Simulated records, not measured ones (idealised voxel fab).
The process module that follows is named voxel transistor to metal.
Displayed cross-section: cut, width of 180 nm, square cells sized 5 nm.
Cross-section layout: square cells on a grid; listed as bands, top to bottom; a band spans one or more cell rows. Band: top and bottom heights (nm) first, top before bottom; then materials from left to right, widths in nm. "everywhere" marks a sole material filling the band edge to edge. "air" denotes empty space. Heights are measured from 0, the level below which the as-received wafer is all one material; the lowest band has no bottom and continues downward, written as in "0..down". The notation "30 to 40" denotes a width that varies across the rows of cells in the band, beginning at the first number in the top row, finishing at the second number in the bottom row, and changing by an identical amount from each row to the next. A step reported as "stayed the same" is a step in which no cell of the cross-section changed. In "Enclosed internal voids" the enclosed voids are listed, meaning empty spaces of 8 cells or larger without any opening to the top. The form is width x height at distance, distance from the left edge, units nm. Heads up: the bit after the settings on a step's line is the simulator's remark on that step. Regarding "overlay nm": on a step with a mask, it is the distance the mask lay to the right of its planned place; a negative value places it to the left.
The process steps that were planned are listed below:
| 1 | RECEIVE, material Si |
| 2 | OXIDIZE, depth nm 5 |
| 3 | CONFORMAL_DEP, material SiN, thk nm 10 |
| 4 | DIRECTIONAL_DEP, material aC, thk nm 15 |
| 5 | PATTERN, tone cover, mask id ACTIVE, material resist, width nm 125, thk nm 35, overlay nm 0 |
| 6 | DIRECTIONAL_ETCH, etch materials aC, depth nm 15 |
| 7 | STRIP, etch materials resist |
| 8 | DIRECTIONAL_ETCH, etch materials SiN, depth nm 10 |
| 9 | DIRECTIONAL_ETCH, etch materials SiO2, depth nm 5 |
| 10 | DIRECTIONAL_ETCH, etch materials Si, depth nm 35 |
| 11 | STRIP, etch materials aC |
| 12 | OXIDIZE, depth nm 5 |
| 13 | FILL_DEP, material SiO2, thk nm 5 |
| 14 | CMP, height nm 10 |
| 15 | SELECTIVE_ETCH, etch materials SiO2, depth nm 5 |
| 16 | STRIP, etch materials SiN |
| 17 | SELECTIVE_ETCH, etch materials SiO2, depth nm 5 |
| 18 | OXIDIZE, depth nm 5 |
| 19 | DIRECTIONAL_DEP, material polySi, thk nm 25 |
| 20 | DIRECTIONAL_DEP, material SiCN, thk nm 15 |
| 21 | DIRECTIONAL_DEP, material aC, thk nm 10 |
| 22 | PATTERN, tone cover, mask id GATE, material resist, width nm 35, thk nm 30, overlay nm 0 |
| 23 | DIRECTIONAL_ETCH, etch materials aC, depth nm 10 |
| 24 | STRIP, etch materials resist |
| 25 | DIRECTIONAL_ETCH, etch materials SiCN, depth nm 25 |
| 26 | DIRECTIONAL_ETCH, etch materials polySi, depth nm 35 |
| 27 | STRIP, etch materials aC |
| 28 | CONFORMAL_DEP, material SiN, thk nm 5 |
| 29 | DIRECTIONAL_ETCH, etch materials SiN, depth nm 5 |
| 30 | DIRECTIONAL_ETCH, etch materials SiO2, depth nm 5 |
| 31 | DIRECTIONAL_ETCH, etch materials Si, depth nm 5 |
| 32 | EPI, material pSi, thk nm 10 |
| 33 | FILL_DEP, material SiO2, thk nm 10 |
| 34 | CMP, height nm 20 |
| 35 | STRIP, etch materials polySi |
| 36 | SELECTIVE_ETCH, etch materials SiO2, depth nm 5 |
| 37 | CONFORMAL_DEP, material HfO2, thk nm 5 |
| 38 | CONFORMAL_DEP, material TiN, thk nm 5 |
| 39 | FILL_DEP, material W, thk nm 10 |
| 40 | CMP, height nm 15 |
| 41 | DIRECTIONAL_DEP, material SiO2, thk nm 10 |
| 42 | MASKED_ETCH, tone open, mask id CONTACT, width nm 15, pitch nm 90, etch materials SiO2, depth nm 30, overlay nm 0 |
| 43 | CONFORMAL_DEP, material TiN, thk nm 5 |
| 44 | FILL_DEP, material W, thk nm 5 |
| 45 | CMP, height nm 25 |
| 46 | CONFORMAL_DEP, material SiN, thk nm 5 |
| 47 | DIRECTIONAL_DEP, material lowk, thk nm 20 |
| 48 | PATTERN, tone open, mask id METAL_1, material resist, width nm 15, pitch nm 90, thk nm 15, overlay nm 0 |
| 49 | DIRECTIONAL_ETCH, etch materials lowk, depth nm 20 |
| 50 | DIRECTIONAL_ETCH, etch materials SiN, depth nm 5 |
| 51 | STRIP, etch materials resist |
| 52 | CONFORMAL_DEP, material TiN, thk nm 5 |
| 53 | FILL_DEP, material Cu, thk nm 5 |
| 54 | CMP, height nm 50 |
| 55 | EPI, material Ru, thk nm 5 |
| 56 | FILL_DEP, material SiCN, thk nm 5 |
Cross-section of the incoming wafer, state after step 1:
  0..down | Si everywhere
  Enclosed internal voids: none
Cross-section taken at module completion on the first of two wafers; processed per the plan:
  60..55 | SiCN everywhere
  55..50 | SiCN: 30 / Ru: 25 / SiCN: 65 / Ru: 25 / SiCN: 35
  50..30 | lowk: 35 / TiN: 5 / Cu: 5 / TiN: 5 / lowk: 75 / TiN: 5 / Cu: 5 / TiN: 5 / lowk: 40
  30..25 | SiN: 35 / TiN: 15 / SiN: 75 / TiN: 15 / SiN: 40
  25..15 | SiO2: 35 / TiN: 5 / W: 5 / TiN: 5 / SiO2: 75 / TiN: 5 / W: 5 / TiN: 5 / SiO2: 40
  15..0 | SiO2: 35 / TiN: 5 / W: 5 / TiN: 5 / SiO2: 15 / SiN: 5 / HfO2: 5 / TiN: 5 / W: 15 / TiN: 5 / HfO2: 5 / SiN: 5 / SiO2: 15 / TiN: 5 / W: 5 / TiN: 5 / SiO2: 40
  0..-5 | SiO2: 20 / SiN: 5 / SiO2: 10 / TiN: 15 / SiO2: 5 / pSi: 10 / SiN: 5 / HfO2: 5 / TiN: 25 / HfO2: 5 / SiN: 5 / pSi: 10 / SiO2: 5 / TiN: 15 / SiO2: 10 / SiN: 5 / SiO2: 25
  -5..-10 | SiO2: 25 / pSi: 40 / HfO2: 45 / pSi: 40 / SiO2: 30
  -10..-15 | SiO2: 30 / pSi: 35 / Si: 45 / pSi: 35 / SiO2: 35
  -15..-45 | SiO2: 30 / Si: 115 / SiO2: 35
  -45..down | Si everywhere
  Enclosed internal voids: none
Second wafer at the end: like start, like plan, one mistake:
  60..55 | SiCN everywhere
  55..50 | SiCN: 30 / Ru: 25 / SiCN: 65 / Ru: 25 / SiCN: 35
  50..30 | lowk: 35 / TiN: 5 / Cu: 5 / TiN: 5 / lowk: 75 / TiN: 5 / Cu: 5 / TiN: 5 / lowk: 40
  30..25 | SiN: 35 / TiN: 15 / SiN: 75 / TiN: 15 / SiN: 40
  25..15 | SiO2: 35 / TiN: 5 / W: 5 / TiN: 5 / SiO2: 75 / TiN: 5 / W: 5 / TiN: 5 / SiO2: 40
  15..0 | SiO2: 35 / TiN: 5 / W: 5 / TiN: 5 / SiO2: 15 / SiN: 5 / TiN: 5 / W: 25 / TiN: 5 / SiN: 5 / SiO2: 15 / TiN: 5 / W: 5 / TiN: 5 / SiO2: 40
  0..-5 | SiO2: 20 / SiN: 5 / SiO2: 10 / TiN: 15 / SiO2: 5 / pSi: 10 / SiN: 5 / TiN: 5 / W: 25 / TiN: 5 / SiN: 5 / pSi: 10 / SiO2: 5 / TiN: 15 / SiO2: 10 / SiN: 5 / SiO2: 25
  -5..-10 | SiO2: 25 / pSi: 40 / TiN: 45 / pSi: 40 / SiO2: 30
  -10..-15 | SiO2: 30 / pSi: 35 / Si: 45 / pSi: 35 / SiO2: 35
  -15..-45 | SiO2: 30 / Si: 115 / SiO2: 35
  -45..down | Si everywhere
  Enclosed internal voids: none
So what did we get wrong on this run? with respect to the plan, step 37 was omitted and not executed
Count the cells at the end and the second wafer has more or fewer of some materials than the first: 17 fewer of HfO2; 6 more of TiN; 11 more of W
